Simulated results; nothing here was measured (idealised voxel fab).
Process module under the name voxel released beams
Square cells of 5 nm make up the cross-section cut, whose width is 155 nm.
A cross-section in this document is a grid of square cells, and it is written down as bands, the top band listed before the ones below it; a band is made up of one or more rows of cells. Heights first: top, then bottom, in nm. Then materials, left to right, each with a width in nm. "everywhere" on a single material: fills the band edge to edge. "empty": empty space. Below 0: as-received wafer, all one material; heights counted from there. Lowest band: no bottom, goes on down, written "0 -> down". Graded width ("30..40"): value in top row of band = first number; value in bottom row = second number; row-to-row change constant. You'll sometimes find "nothing altered" written for a step, and that's the way of saying that nowhere in the cross-section did a cell change during that step. In "Fully sealed voids" the enclosed voids are listed, meaning empty spaces of 8 cells or larger without any opening to the top. The form is width x height at distance, distance from the left edge, units nm. On a step's line, text after the settings is the simulator commenting on that step. A step line may carry the setting "overlay nm", which, for steps involving a mask, states the distance by which the mask lay to the right of its intended position; negative values denote displacement to the left.

This section lists the process steps that were planned:
1. RECEIVE, material Si
2. CONFORMAL_DEP, material SiN, thk nm 10
3. DIRECTIONAL_DEP, material SiO2, thk nm 20
4. PATTERN, tone open, mask id ANCHOR, material resist, width nm 45, thk nm 20, overlay nm 0
5. DIRECTIONAL_ETCH, etch materials SiO2, depth nm 20
6. STRIP, etch materials resist
7. CONFORMAL_DEP, material TiN, thk nm 15
8. MASKED_ETCH, tone cover, mask id BEAM, width nm 110, etch materials TiN, depth nm 15, overlay nm 0
9. STRIP, etch materials SiO2

First wafer, two in total, run as planned:

Wafer at receipt (post step 1), cross-section:
- 0 -> down = Si everywhere
- Fully sealed voids: none

After step 2: wafer cross-section:
- 10 -> 0 = SiN everywhere
- Beneath the level 0, the cross-section is identical to its previous state.

After step 3: wafer cross-section:
- 30 -> 10 = SiO2 everywhere
- Beneath the level 10, the cross-section is identical to its previous state.

After step 4: wafer cross-section:
- 50 -> 30 = 25 nm resist | 45 nm empty | 85 nm resist
- Beneath the level 30, the cross-section is identical to its previous state.

After step 5: wafer cross-section:
- 50 -> 30 = 25 nm resist | 45 nm empty | 85 nm resist
- 30 -> 10 = 25 nm SiO2 | 45 nm empty | 85 nm SiO2
- Beneath the level 10, the cross-section is identical to its previous state.

After step 6: wafer cross-section:
- 30 -> 10 = 25 nm SiO2 | 45 nm empty | 85 nm SiO2
- Beneath the level 10, the cross-section is identical to its previous state.

After step 7: wafer cross-section:
- 45 -> 30 = 40 nm TiN | 15 nm empty | 100 nm TiN
- 30 -> 25 = 25 nm SiO2 | 15 nm TiN | 15 nm empty | 15 nm TiN | 85 nm SiO2
- 25 -> 10 = 25 nm SiO2 | 45 nm TiN | 85 nm SiO2
- Beneath the level 10, the cross-section is identical to its previous state.

After step 8: wafer cross-section:
- 45 -> 30 = 20 nm empty | 20 nm TiN | 15 nm empty | 75 nm TiN | 25 nm empty
- Beneath the level 30, the cross-section is identical to its previous state.

After step 9: wafer cross-section:
- 45 -> 30 = 20 nm empty | 20 nm TiN | 15 nm empty | 75 nm TiN | 25 nm empty
- 30 -> 25 = 25 nm empty | 15 nm TiN | 15 nm empty | 15 nm TiN | 85 nm empty
- 25 -> 10 = 25 nm empty | 45 nm TiN | 85 nm empty
- Beneath the level 10, the cross-section is identical to its previous state.

Wafer two of two - same starting point, same process plan, one mistake in execution; matches wafer one up to and including step 1:

Second wafer: cross-section at the scheduled end of step 2: nothing altered

Second wafer: cross-section at the scheduled end of step 3:
- 20 -> 0 = SiO2 everywhere
- Beneath the level 0, the cross-section is identical to its previous state.

Second wafer: cross-section at the scheduled end of step 4:
- 40 -> 20 = 25 nm resist | 45 nm empty | 85 nm resist
- Beneath the level 20, the cross-section is identical to its previous state.

Second wafer: cross-section at the scheduled end of step 5:
- 40 -> 20 = 25 nm resist | 45 nm empty | 85 nm resist
- 20 -> 0 = 25 nm SiO2 | 45 nm empty | 85 nm SiO2
- Beneath the level 0, the cross-section is identical to its previous state.

Second wafer: cross-section at the scheduled end of step 6:
- 20 -> 0 = 25 nm SiO2 | 45 nm empty | 85 nm SiO2
- Beneath the level 0, the cross-section is identical to its previous state.

Second wafer: cross-section at the scheduled end of step 7:
- 35 -> 20 = 40 nm TiN | 15 nm empty | 100 nm TiN
- 20 -> 15 = 25 nm SiO2 | 15 nm TiN | 15 nm empty | 15 nm TiN | 85 nm SiO2
- 15 -> 0 = 25 nm SiO2 | 45 nm TiN | 85 nm SiO2
- Beneath the level 0, the cross-section is identical to its previous state.

Second wafer: cross-section at the scheduled end of step 8:
- 35 -> 20 = 20 nm empty | 20 nm TiN | 15 nm empty | 75 nm TiN | 25 nm empty
- Beneath the level 20, the cross-section is identical to its previous state.

Second wafer: cross-section at the scheduled end of step 9:
- 35 -> 20 = 20 nm empty | 20 nm TiN | 15 nm empty | 75 nm TiN | 25 nm empty
- 20 -> 15 = 25 nm empty | 15 nm TiN | 15 nm empty | 15 nm TiN | 85 nm empty
- 15 -> 0 = 25 nm empty | 45 nm TiN | 85 nm empty
- Beneath the level 0, the cross-section is identical to its previous state.
Against the plan, the run slipped here: execution of step 2 of the plan did not take place, the step having been omitted
End check, counted in cells, second wafer has more or fewer of these materials than the first: -62 SiN
